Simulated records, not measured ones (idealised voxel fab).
process module | voxel ribs on slabs
cross-section cut | 225 nm wide | cells 5 nm
A cross-section is a grid of square cells, given in bands from the top down. A band is one or more rows of cells.
Each band's line starts with the height of the band's top and of its bottom, in nm. Then come its materials from left to right, each with its width in nm. One material with "throughout" fills the band from edge to edge. "air" is empty space.
Height 0 is the level under which the wafer as received is all one material. The lowest band goes on downwards, as in "0 down".
A width such as "30 to 40" changes by the same amount from each row of cells to the next, from the band's top row to its bottom row.
"no change" after a step means that no cell of the cross-section changed.
closed voids: empty space of 8 cells or more with no open way to the top, each as width x height at its distance from the left edge, in nm
after a step's settings: what the simulator itself notes on the step
overlay nm, on a step with a mask: how far to the right of its planned place the mask lay; to the left if negative
plan
1 op RECEIVE | material Si
2 op DIRECTIONAL_DEP | material SiO2 | thk nm 25
3 op DIRECTIONAL_DEP | material SiN | thk nm 15
4 op DIRECTIONAL_DEP | material aC | thk nm 15
5 op PATTERN | tone cover | mask id RIB | material resist | width nm 15 | thk nm 35 | overlay nm 0
6 op DIRECTIONAL_ETCH | etch materials aC | depth nm 15
7 op STRIP | etch materials resist
8 op DIRECTIONAL_ETCH | etch materials SiN | depth nm 10
9 op STRIP | etch materials aC
10 op MASKED_ETCH | tone cover | mask id SLAB | width nm 55 | etch materials SiN | depth nm 5 | overlay nm 0
11 op FILL_DEP | material SiO2 | thk nm 20
12 op CMP | height nm 55
13 op DIRECTIONAL_DEP | material TiN | thk nm 5
14 op PATTERN | tone cover | mask id HEATER | material resist | width nm 25 | thk nm 20 | overlay nm 0
15 op DIRECTIONAL_ETCH | etch materials TiN | depth nm 5
16 op STRIP | etch materials resist
17 op CONFORMAL_DEP | material SiN | thk nm 10
as received, after step 1
  0 down: Si throughout
  closed voids: none
a wafer at the end: this start, this plan, one mistake
  70 to 65: air 90 | TiN 45 | air 90
  65 to 55: TiN throughout
  55 to 40: SiO2 throughout
  40 to 30: SiO2 105 | SiN 15 | SiO2 105
  30 to 25: SiO2 85 | SiN 55 | SiO2 85
  25 to 0: SiO2 throughout
  0 down: Si throughout
  closed voids: none
what went wrong: step 17 ran as: op CONFORMAL_DEP | material TiN | thk nm 10
